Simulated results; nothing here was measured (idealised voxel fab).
process module | voxel air gaps
cross-section cut | 230 nm wide | cells 5 nm
A cross-section is a grid of square cells, given in bands from the top down. A band is one or more rows of cells.
Each band's line starts with the height of the band's top and of its bottom, in nm. Then come its materials from left to right, each with its width in nm. One material with "throughout" fills the band from edge to edge. "air" is empty space.
Height 0 is the level under which the wafer as received is all one material. The lowest band goes on downwards, as in "0 down".
A width such as "30 to 40" changes by the same amount from each row of cells to the next, from the band's top row to its bottom row.
"no change" after a step means that no cell of the cross-section changed.
closed voids: empty space of 8 cells or more with no open way to the top, each as width x height at its distance from the left edge, in nm
after a step's settings: what the simulator itself notes on the step
overlay nm, on a step with a mask: how far to the right of its planned place the mask lay; to the left if negative
plan
1 op RECEIVE | material Si
2 op CONFORMAL_DEP | material SiO2 | thk nm 10
3 op CONFORMAL_DEP | material SiCN | thk nm 5
4 op DIRECTIONAL_DEP | material SiO2 | thk nm 35
5 op PATTERN | tone open | mask id LINES | material resist | width nm 15 | pitch nm 40 | thk nm 20 | overlay nm 0
6 op DIRECTIONAL_ETCH | etch materials SiO2 | depth nm 35
7 op STRIP | etch materials resist
8 op CONFORMAL_DEP | material TiN | thk nm 5
9 op FILL_DEP | material W | thk nm 5
10 op CMP | height nm 50
11 op EPI | material Ru | thk nm 10
12 op SELECTIVE_ETCH | etch materials SiO2 | depth nm 45
13 op CONFORMAL_DEP | material SiCN | thk nm 5
first wafer, as planned
as received, after step 1
  0 down: Si throughout
  closed voids: none
after step 2
  10 to 0: SiO2 throughout
  below 0: unchanged
after step 3
  15 to 10: SiCN throughout
  below 10: unchanged
after step 4
  50 to 15: SiO2 throughout
  below 15: unchanged
after step 5
  70 to 50: resist 65 | air 15 | resist 25 | air 15 | resist 25 | air 15 | resist 70
  below 50: unchanged
after step 6
  70 to 50: resist 65 | air 15 | resist 25 | air 15 | resist 25 | air 15 | resist 70
  50 to 15: SiO2 65 | air 15 | SiO2 25 | air 15 | SiO2 25 | air 15 | SiO2 70
  below 15: unchanged
after step 7
  50 to 15: SiO2 65 | air 15 | SiO2 25 | air 15 | SiO2 25 | air 15 | SiO2 70
  below 15: unchanged
after step 8
  55 to 50: TiN 70 | air 5 | TiN 35 | air 5 | TiN 35 | air 5 | TiN 75
  50 to 20: SiO2 65 | TiN 5 | air 5 | TiN 5 | SiO2 25 | TiN 5 | air 5 | TiN 5 | SiO2 25 | TiN 5 | air 5 | TiN 5 | SiO2 70
  20 to 15: SiO2 65 | TiN 15 | SiO2 25 | TiN 15 | SiO2 25 | TiN 15 | SiO2 70
  below 15: unchanged
after step 9
  60 to 55: W throughout
  55 to 50: TiN 70 | W 5 | TiN 35 | W 5 | TiN 35 | W 5 | TiN 75
  50 to 20: SiO2 65 | TiN 5 | W 5 | TiN 5 | SiO2 25 | TiN 5 | W 5 | TiN 5 | SiO2 25 | TiN 5 | W 5 | TiN 5 | SiO2 70
  below 20: unchanged
after step 10
  50 to 20: SiO2 65 | TiN 5 | W 5 | TiN 5 | SiO2 25 | TiN 5 | W 5 | TiN 5 | SiO2 25 | TiN 5 | W 5 | TiN 5 | SiO2 70
  below 20: unchanged
after step 11
  60 to 50: air 55 | Ru 35 | air 5 | Ru 35 | air 5 | Ru 35 | air 60
  below 50: unchanged
after step 12
  60 to 50: air 55 | Ru 35 | air 5 | Ru 35 | air 5 | Ru 35 | air 60
  50 to 20: air 65 | TiN 5 | W 5 | TiN 5 | air 25 | TiN 5 | W 5 | TiN 5 | air 25 | TiN 5 | W 5 | TiN 5 | air 70
  20 to 15: air 65 | TiN 15 | air 25 | TiN 15 | air 25 | TiN 15 | air 70
  below 15: unchanged
after step 13
  65 to 60: air 50 | SiCN 125 | air 55
  60 to 50: air 50 | SiCN 5 | Ru 35 | SiCN 5 | Ru 35 | SiCN 5 | Ru 35 | SiCN 5 | air 55
  50 to 45: air 50 | SiCN 15 | TiN 5 | W 5 | TiN 5 | SiCN 25 | TiN 5 | W 5 | TiN 5 | SiCN 25 | TiN 5 | W 5 | TiN 5 | SiCN 15 | air 55
  45 to 20: air 60 | SiCN 5 | TiN 5 | W 5 | TiN 5 | SiCN 5 | air 15 | SiCN 5 | TiN 5 | W 5 | TiN 5 | SiCN 5 | air 15 | SiCN 5 | TiN 5 | W 5 | TiN 5 | SiCN 5 | air 65
  20 to 15: SiCN 65 | TiN 15 | SiCN 25 | TiN 15 | SiCN 25 | TiN 15 | SiCN 70
  below 15: unchanged
  closed voids: 15 x 25 at 85; 15 x 25 at 125
second wafer: like start, like plan, one mistake. Through step 4 it matches the first wafer
when step 5 should have ended
  70 to 50: resist 60 | air 25 | resist 15 | air 25 | resist 15 | air 25 | resist 65
  below 50: unchanged
when step 6 should have ended
  70 to 50: resist 60 | air 25 | resist 15 | air 25 | resist 15 | air 25 | resist 65
  50 to 15: SiO2 60 | air 25 | SiO2 15 | air 25 | SiO2 15 | air 25 | SiO2 65
  below 15: unchanged
when step 7 should have ended
  50 to 15: SiO2 60 | air 25 | SiO2 15 | air 25 | SiO2 15 | air 25 | SiO2 65
  below 15: unchanged
when step 8 should have ended
  55 to 50: TiN 65 | air 15 | TiN 25 | air 15 | TiN 25 | air 15 | TiN 70
  50 to 20: SiO2 60 | TiN 5 | air 15 | TiN 5 | SiO2 15 | TiN 5 | air 15 | TiN 5 | SiO2 15 | TiN 5 | air 15 | TiN 5 | SiO2 65
  20 to 15: SiO2 60 | TiN 25 | SiO2 15 | TiN 25 | SiO2 15 | TiN 25 | SiO2 65
  below 15: unchanged
when step 9 should have ended
  60 to 55: W throughout
  55 to 50: TiN 65 | W 15 | TiN 25 | W 15 | TiN 25 | W 15 | TiN 70
  50 to 20: SiO2 60 | TiN 5 | W 15 | TiN 5 | SiO2 15 | TiN 5 | W 15 | TiN 5 | SiO2 15 | TiN 5 | W 15 | TiN 5 | SiO2 65
  below 20: unchanged
when step 10 should have ended
  50 to 20: SiO2 60 | TiN 5 | W 15 | TiN 5 | SiO2 15 | TiN 5 | W 15 | TiN 5 | SiO2 15 | TiN 5 | W 15 | TiN 5 | SiO2 65
  below 20: unchanged
when step 11 should have ended
  60 to 50: air 50 | Ru 125 | air 55
  below 50: unchanged
when step 12 should have ended
  60 to 50: air 50 | Ru 125 | air 55
  50 to 20: air 60 | TiN 5 | W 15 | TiN 5 | SiO2 15 | TiN 5 | W 15 | TiN 5 | SiO2 15 | TiN 5 | W 15 | TiN 5 | air 65
  20 to 15: air 60 | TiN 25 | SiO2 15 | TiN 25 | SiO2 15 | TiN 25 | air 65
  below 15: unchanged
when step 13 should have ended
  65 to 60: air 45 | SiCN 135 | air 50
  60 to 50: air 45 | SiCN 5 | Ru 125 | SiCN 5 | air 50
  50 to 45: air 45 | SiCN 15 | TiN 5 | W 15 | TiN 5 | SiO2 15 | TiN 5 | W 15 | TiN 5 | SiO2 15 | TiN 5 | W 15 | TiN 5 | SiCN 15 | air 50
  45 to 20: air 55 | SiCN 5 | TiN 5 | W 15 | TiN 5 | SiO2 15 | TiN 5 | W 15 | TiN 5 | SiO2 15 | TiN 5 | W 15 | TiN 5 | SiCN 5 | air 60
  20 to 15: SiCN 60 | TiN 25 | SiO2 15 | TiN 25 | SiO2 15 | TiN 25 | SiCN 65
  below 15: unchanged
what went wrong: step 5 ran as: op PATTERN | tone open | mask id LINES | material resist | width nm 25 | pitch nm 40 | thk nm 20 | overlay nm 0
at the end the second wafer has, in cells: 8 more of Ru | 44 fewer of SiCN | 42 more of SiO2 | 6 more of TiN | 36 more of W
closed voids at the end (first wafer, second wafer): 2, 0
